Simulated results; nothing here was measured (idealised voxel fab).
The document below concerns the process module designated voxel fin reveal.
Section cut is 180 nm wide and gridded with 5 nm square cells.
Bands, listed from the top down, are how a cross-section gets written in this document; the cross-section itself is a grid of square cells, and a band is one or more rows of them. In this notation a band is specified by the heights of its top and bottom, in that order and in nm, after which its materials appear from left to right, each paired with its width in nm. The word "edge to edge" attached to a single material means that material fills the band from edge to edge; the word "empty" stands for empty space. The reference from which all heights are counted is 0, the level beneath which the as-received wafer is entirely one material; the lowest band, having no lower bound, proceeds downward and is written after the example "0 and below". Per-row width for "30 to 40": begins at first number (top row of band), ends at second number (bottom row), increment between rows held constant. Where the words "nothing got changed" appear for a step, the cross-section shows no cell changed by that step; every cell remained as before. Enclosed void list: empty space of 8 cells or more with no open way to the top, each as width x height at its distance from the left edge, in nm. Text after the settings on a step's line: the simulator's own remark on that step. Regarding "overlay nm": on a step with a mask, it is the distance the mask lay to the right of its planned place; a negative value places it to the left.

### Listed below are the process steps as planned
1 RECEIVE with material Si
2 CONFORMAL_DEP with material SiN, thk nm 10
3 DIRECTIONAL_DEP with material aC, thk nm 15
4 PATTERN with tone cover, mask id FINS, material resist, width nm 15, pitch nm 40, thk nm 35, overlay nm 0
5 DIRECTIONAL_ETCH with etch materials aC, depth nm 15
6 STRIP with etch materials resist
7 DIRECTIONAL_ETCH with etch materials SiN, depth nm 10
8 DIRECTIONAL_ETCH with etch materials Si, depth nm 35
9 STRIP with etch materials aC
10 FILL_DEP with material SiO2, thk nm 10
11 CMP with height nm 10
12 SELECTIVE_ETCH with etch materials SiO2, depth nm 20
13 STRIP with etch materials SiN

### First of two wafers, processed according to plan

### As-received wafer cross-section (after step 1)
0 and below | Si edge to edge
Enclosed void list: none

### How the wafer stands in section after step 2
10 down to 0 | SiN edge to edge
No changes below 0.

### How the wafer stands in section after step 3
25 down to 10 | aC edge to edge
No changes below 10.

### How the wafer stands in section after step 4
60 down to 25 | 40 nm empty | 15 nm resist | 25 nm empty | 15 nm resist | 25 nm empty | 15 nm resist | 45 nm empty
No changes below 25.

### How the wafer stands in section after step 5
45 down to 25 | 40 nm empty | 15 nm resist | 25 nm empty | 15 nm resist | 25 nm empty | 15 nm resist | 45 nm empty
25 down to 10 | 40 nm empty | 15 nm aC | 25 nm empty | 15 nm aC | 25 nm empty | 15 nm aC | 45 nm empty
No changes below 10.

### How the wafer stands in section after step 6
25 down to 10 | 40 nm empty | 15 nm aC | 25 nm empty | 15 nm aC | 25 nm empty | 15 nm aC | 45 nm empty
No changes below 10.

### How the wafer stands in section after step 7
25 down to 10 | 40 nm empty | 15 nm aC | 25 nm empty | 15 nm aC | 25 nm empty | 15 nm aC | 45 nm empty
10 down to 0 | 40 nm empty | 15 nm SiN | 25 nm empty | 15 nm SiN | 25 nm empty | 15 nm SiN | 45 nm empty
No changes below 0.

### How the wafer stands in section after step 8
25 down to 10 | 40 nm empty | 15 nm aC | 25 nm empty | 15 nm aC | 25 nm empty | 15 nm aC | 45 nm empty
10 down to 0 | 40 nm empty | 15 nm SiN | 25 nm empty | 15 nm SiN | 25 nm empty | 15 nm SiN | 45 nm empty
0 down to -35 | 40 nm empty | 15 nm Si | 25 nm empty | 15 nm Si | 25 nm empty | 15 nm Si | 45 nm empty
No changes below -35.

### How the wafer stands in section after step 9
10 down to 0 | 40 nm empty | 15 nm SiN | 25 nm empty | 15 nm SiN | 25 nm empty | 15 nm SiN | 45 nm empty
No changes below 0.

### How the wafer stands in section after step 10
20 down to 10 | SiO2 edge to edge
10 down to 0 | 40 nm SiO2 | 15 nm SiN | 25 nm SiO2 | 15 nm SiN | 25 nm SiO2 | 15 nm SiN | 45 nm SiO2
0 down to -35 | 40 nm SiO2 | 15 nm Si | 25 nm SiO2 | 15 nm Si | 25 nm SiO2 | 15 nm Si | 45 nm SiO2
No changes below -35.

### How the wafer stands in section after step 11
10 down to 0 | 40 nm SiO2 | 15 nm SiN | 25 nm SiO2 | 15 nm SiN | 25 nm SiO2 | 15 nm SiN | 45 nm SiO2
No changes below 0.

### How the wafer stands in section after step 12
10 down to 0 | 40 nm empty | 15 nm SiN | 25 nm empty | 15 nm SiN | 25 nm empty | 15 nm SiN | 45 nm empty
0 down to -10 | 40 nm empty | 15 nm Si | 25 nm empty | 15 nm Si | 25 nm empty | 15 nm Si | 45 nm empty
No changes below -10.

### How the wafer stands in section after step 13
0 down to -10 | 40 nm empty | 15 nm Si | 25 nm empty | 15 nm Si | 25 nm empty | 15 nm Si | 45 nm empty
No changes below -10.

### Second of two: same start, same plan, one run error; steps up to and including 3 match the first

### At the planned end of step 4, the second wafer in cross-section
60 down to 25 | 35 nm empty | 15 nm resist | 25 nm empty | 15 nm resist | 25 nm empty | 15 nm resist | 50 nm empty
No changes below 25.

### At the planned end of step 5, the second wafer in cross-section
45 down to 25 | 35 nm empty | 15 nm resist | 25 nm empty | 15 nm resist | 25 nm empty | 15 nm resist | 50 nm empty
25 down to 10 | 35 nm empty | 15 nm aC | 25 nm empty | 15 nm aC | 25 nm empty | 15 nm aC | 50 nm empty
No changes below 10.

### At the planned end of step 6, the second wafer in cross-section
25 down to 10 | 35 nm empty | 15 nm aC | 25 nm empty | 15 nm aC | 25 nm empty | 15 nm aC | 50 nm empty
No changes below 10.

### At the planned end of step 7, the second wafer in cross-section
25 down to 10 | 35 nm empty | 15 nm aC | 25 nm empty | 15 nm aC | 25 nm empty | 15 nm aC | 50 nm empty
10 down to 0 | 35 nm empty | 15 nm SiN | 25 nm empty | 15 nm SiN | 25 nm empty | 15 nm SiN | 50 nm empty
No changes below 0.

### At the planned end of step 8, the second wafer in cross-section
25 down to 10 | 35 nm empty | 15 nm aC | 25 nm empty | 15 nm aC | 25 nm empty | 15 nm aC | 50 nm empty
10 down to 0 | 35 nm empty | 15 nm SiN | 25 nm empty | 15 nm SiN | 25 nm empty | 15 nm SiN | 50 nm empty
0 down to -35 | 35 nm empty | 15 nm Si | 25 nm empty | 15 nm Si | 25 nm empty | 15 nm Si | 50 nm empty
No changes below -35.

### At the planned end of step 9, the second wafer in cross-section
10 down to 0 | 35 nm empty | 15 nm SiN | 25 nm empty | 15 nm SiN | 25 nm empty | 15 nm SiN | 50 nm empty
No changes below 0.

### At the planned end of step 10, the second wafer in cross-section
20 down to 10 | SiO2 edge to edge
10 down to 0 | 35 nm SiO2 | 15 nm SiN | 25 nm SiO2 | 15 nm SiN | 25 nm SiO2 | 15 nm SiN | 50 nm SiO2
0 down to -35 | 35 nm SiO2 | 15 nm Si | 25 nm SiO2 | 15 nm Si | 25 nm SiO2 | 15 nm Si | 50 nm SiO2
No changes below -35.

### At the planned end of step 11, the second wafer in cross-section
10 down to 0 | 35 nm SiO2 | 15 nm SiN | 25 nm SiO2 | 15 nm SiN | 25 nm SiO2 | 15 nm SiN | 50 nm SiO2
No changes below 0.

### At the planned end of step 12, the second wafer in cross-section
10 down to 0 | 35 nm empty | 15 nm SiN | 25 nm empty | 15 nm SiN | 25 nm empty | 15 nm SiN | 50 nm empty
0 down to -10 | 35 nm empty | 15 nm Si | 25 nm empty | 15 nm Si | 25 nm empty | 15 nm Si | 50 nm empty
No changes below -10.

### At the planned end of step 13, the second wafer in cross-section
0 down to -10 | 35 nm empty | 15 nm Si | 25 nm empty | 15 nm Si | 25 nm empty | 15 nm Si | 50 nm empty
No changes below -10.
What broke from the plan during processing? off-plan run, step 4, actual operation and settings PATTERN with tone cover, mask id FINS, material resist, width nm 15, pitch nm 40, thk nm 35, overlay nm -5
Final state: per-material cell counts identical on both wafers; locations differ.
